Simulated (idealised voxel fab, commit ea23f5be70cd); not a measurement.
Process module heading - voxel trench capacitor
250 nm wide, 5 nm square cells: that's cross-section cut.
A cross-section is written here as square cells arranged in a grid, and it is given in bands from the top down, each band taking up one or more rows of cells.
Top, bottom (nm), then materials left to right with widths (nm); lone material tagged "everywhere" fills the whole band edge to edge; "air" = empty space.
The reference from which all heights are counted is 0, the level beneath which the as-received wafer is entirely one material; the lowest band, having no lower bound, proceeds downward and is written after the example "from 0 down".
Think of "30 to 40" as a width that walks from the first number to the second as you go down the band, top row to bottom row, taking equal-sized steps from row to row.
When a step is marked "stayed the same", none of the cells in the cross-section changed during that step.
Closed-off voids of 8+ cells (no open route to the top) go in "Sealed cavities", written width x height at distance from the left edge, in nm.
Heads up: the bit after the settings on a step's line is the simulator's remark on that step.
overlay nm: how far to the right of its planned place the mask lay on this masked step (negative: to the left).

### The process steps that were planned are listed below
- 1: RECEIVE (material Si)
- 2: CONFORMAL_DEP (material SiN; thk nm 10)
- 3: DIRECTIONAL_DEP (material aC; thk nm 10)
- 4: PATTERN (tone open; mask id TRENCH; material resist; width nm 15; pitch nm 40; thk nm 25; overlay nm 0)
- 5: DIRECTIONAL_ETCH (etch materials aC; depth nm 10)
- 6: STRIP (etch materials resist)
- 7: DIRECTIONAL_ETCH (etch materials SiN; depth nm 10)
- 8: DIRECTIONAL_ETCH (etch materials Si; depth nm 40)
- 9: STRIP (etch materials aC)
- 10: CONFORMAL_DEP (material SiO2; thk nm 5)
- 11: FILL_DEP (material polySi; thk nm 10)
- 12: CMP (height nm 10)

### Received-state cross-section, reflecting completion of step 1
	from 0 down: Si everywhere
	Sealed cavities: none

### As-planned run: cross-section of the first of two wafers at end of module
	from 10 to 0: 75 SiN / 5 SiO2 / 5 polySi / 5 SiO2 / 25 SiN / 5 SiO2 / 5 polySi / 5 SiO2 / 25 SiN / 5 SiO2 / 5 polySi / 5 SiO2 / 80 SiN
	from 0 to -35: 75 Si / 5 SiO2 / 5 polySi / 5 SiO2 / 25 Si / 5 SiO2 / 5 polySi / 5 SiO2 / 25 Si / 5 SiO2 / 5 polySi / 5 SiO2 / 80 Si
	from -35 to -40: 75 Si / 15 SiO2 / 25 Si / 15 SiO2 / 25 Si / 15 SiO2 / 80 Si
	from -40 down: Si everywhere
	Sealed cavities: none

### Module end: cross-section of wafer two of two. Same start and process plan as the first wafer. One mistake during execution
	from 10 to 0: 70 polySi / 5 SiO2 / 15 SiN / 5 SiO2 / 15 polySi / 5 SiO2 / 15 SiN / 5 SiO2 / 15 polySi / 5 SiO2 / 15 SiN / 5 SiO2 / 75 polySi
	from 0 to -35: 70 polySi / 5 SiO2 / 15 Si / 5 SiO2 / 15 polySi / 5 SiO2 / 15 Si / 5 SiO2 / 15 polySi / 5 SiO2 / 15 Si / 5 SiO2 / 75 polySi
	from -35 to -40: 75 SiO2 / 15 Si / 25 SiO2 / 15 Si / 25 SiO2 / 15 Si / 80 SiO2
	from -40 down: Si everywhere
	Sealed cavities: none
What went wrong in running the wafer? heads up, step 4 didn't go per plan, it actually ran as PATTERN (tone cover; mask id TRENCH; material resist; width nm 15; pitch nm 40; thk nm 25; overlay nm 0)
Bottom line after processing is that, in cells, the second wafer is up or down on some materials versus the first: Si: 256 fewer | SiN: 64 fewer | SiO2: 32 more | polySi: 288 more
